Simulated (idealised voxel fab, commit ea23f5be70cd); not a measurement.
The document below concerns the process module designated voxel air gaps.
This is section cut - it's 300 nm across, gridded in 5 nm square cells.
In what follows, cross-sections appear as grids of square cells, described through bands that run from the top down, where every band is one or more rows of cells.
What a band's entry tells you: where the top is and where the bottom is, as heights in nm, and after that what lies inside, material by material from left to right, each with its width in nm. Empty space is written as the word "empty", and a single material marked with the word "all across" occupies the band from edge to edge.
Below 0: as-received wafer, all one material; heights counted from there. Lowest band: no bottom, goes on down, written "0..down".
Graded width ("30..40"): value in top row of band = first number; value in bottom row = second number; row-to-row change constant.
Given "nothing different" for a step, no cell of the cross-section differs between before and after that step.
Entry "Unvented internal voids". Content: empty spaces with no open connection to the top, size 8 cells or greater. Each: width x height at distance. Distance: from left edge. Unit: nm.
Text after the settings on a step's line: the simulator's own remark on that step.
overlay nm: step with mask; distance mask lay right of planned place; negative value = left of planned place.
Intended process steps:
1: RECEIVE with material Si
2: CONFORMAL_DEP with material SiO2, thk nm 5
3: CONFORMAL_DEP with material SiN, thk nm 5
4: DIRECTIONAL_DEP with material lowk, thk nm 40
5: MASKED_ETCH with tone open, mask id LINES, width nm 15, pitch nm 45, etch materials lowk, depth nm 40, overlay nm 0
6: CONFORMAL_DEP with material TiN, thk nm 5
7: FILL_DEP with material Ru, thk nm 10
8: CMP with height nm 55
9: EPI with material Ru, thk nm 10
10: SELECTIVE_ETCH with etch materials lowk, depth nm 50
11: CONFORMAL_DEP with material SiN, thk nm 5
Same starting wafers, different thk nm at step 2. Plan value belongs to the first wafer.
Cross-section of the first of several received wafers, showing its state after step 1:
0..down | Si all across
Unvented internal voids: none
End of module: cross-section of the first of several wafers after step 11, the last step:
70..65 | SiN all across
65..55 | Ru all across
55..50 | TiN 100 nm, Ru 5 nm, TiN 40 nm, Ru 5 nm, TiN 40 nm, Ru 5 nm, TiN 105 nm
50..15 | lowk 95 nm, TiN 5 nm, Ru 5 nm, TiN 5 nm, lowk 30 nm, TiN 5 nm, Ru 5 nm, TiN 5 nm, lowk 30 nm, TiN 5 nm, Ru 5 nm, TiN 5 nm, lowk 100 nm
15..10 | lowk 95 nm, TiN 15 nm, lowk 30 nm, TiN 15 nm, lowk 30 nm, TiN 15 nm, lowk 100 nm
10..5 | SiN all across
5..0 | SiO2 all across
0..down | Si all across
Unvented internal voids: none
Cross-sectional view, end of module, last wafer of several:
70..65 | empty 80 nm, SiN 135 nm, empty 85 nm
65..55 | empty 80 nm, SiN 5 nm, Ru 35 nm, SiN 10 nm, Ru 35 nm, SiN 10 nm, Ru 35 nm, SiN 5 nm, empty 85 nm
55..50 | empty 80 nm, SiN 15 nm, TiN 5 nm, Ru 5 nm, TiN 5 nm, SiN 30 nm, TiN 5 nm, Ru 5 nm, TiN 5 nm, SiN 30 nm, TiN 5 nm, Ru 5 nm, TiN 5 nm, SiN 15 nm, empty 85 nm
50..35 | empty 90 nm, SiN 5 nm, TiN 5 nm, Ru 5 nm, TiN 5 nm, SiN 5 nm, empty 20 nm, SiN 5 nm, TiN 5 nm, Ru 5 nm, TiN 5 nm, SiN 5 nm, empty 20 nm, SiN 5 nm, TiN 5 nm, Ru 5 nm, TiN 5 nm, SiN 5 nm, empty 95 nm
35..30 | SiN 95 nm, TiN 15 nm, SiN 30 nm, TiN 15 nm, SiN 30 nm, TiN 15 nm, SiN 100 nm
30..25 | SiN all across
25..0 | SiO2 all across
0..down | Si all across
Unvented internal voids: 20 x 15 at 115; 20 x 15 at 160
For your reference, the table is organized with a row per wafer; each row reflects the wafer at the end of the module, indicating for each material the cells gained (+) or lost (-) since receipt, and thereafter its closed voids:
thk nm 5 | +144 Ru | +120 SiN | +60 SiO2 | +108 TiN | +408 lowk | Unvented internal voids: none
thk nm 10 | +63 Ru | +204 SiN | +120 SiO2 | +51 TiN | Unvented internal voids: 20 x 30 at 115; 20 x 30 at 160
thk nm 15 | +60 Ru | +198 SiN | +180 SiO2 | +45 TiN | Unvented internal voids: 20 x 25 at 115; 20 x 25 at 160
thk nm 20 | +57 Ru | +192 SiN | +240 SiO2 | +39 TiN | Unvented internal voids: 20 x 20 at 115; 20 x 20 at 160
thk nm 25 | +54 Ru | +186 SiN | +300 SiO2 | +33 TiN | Unvented internal voids: 20 x 15 at 115; 20 x 15 at 160
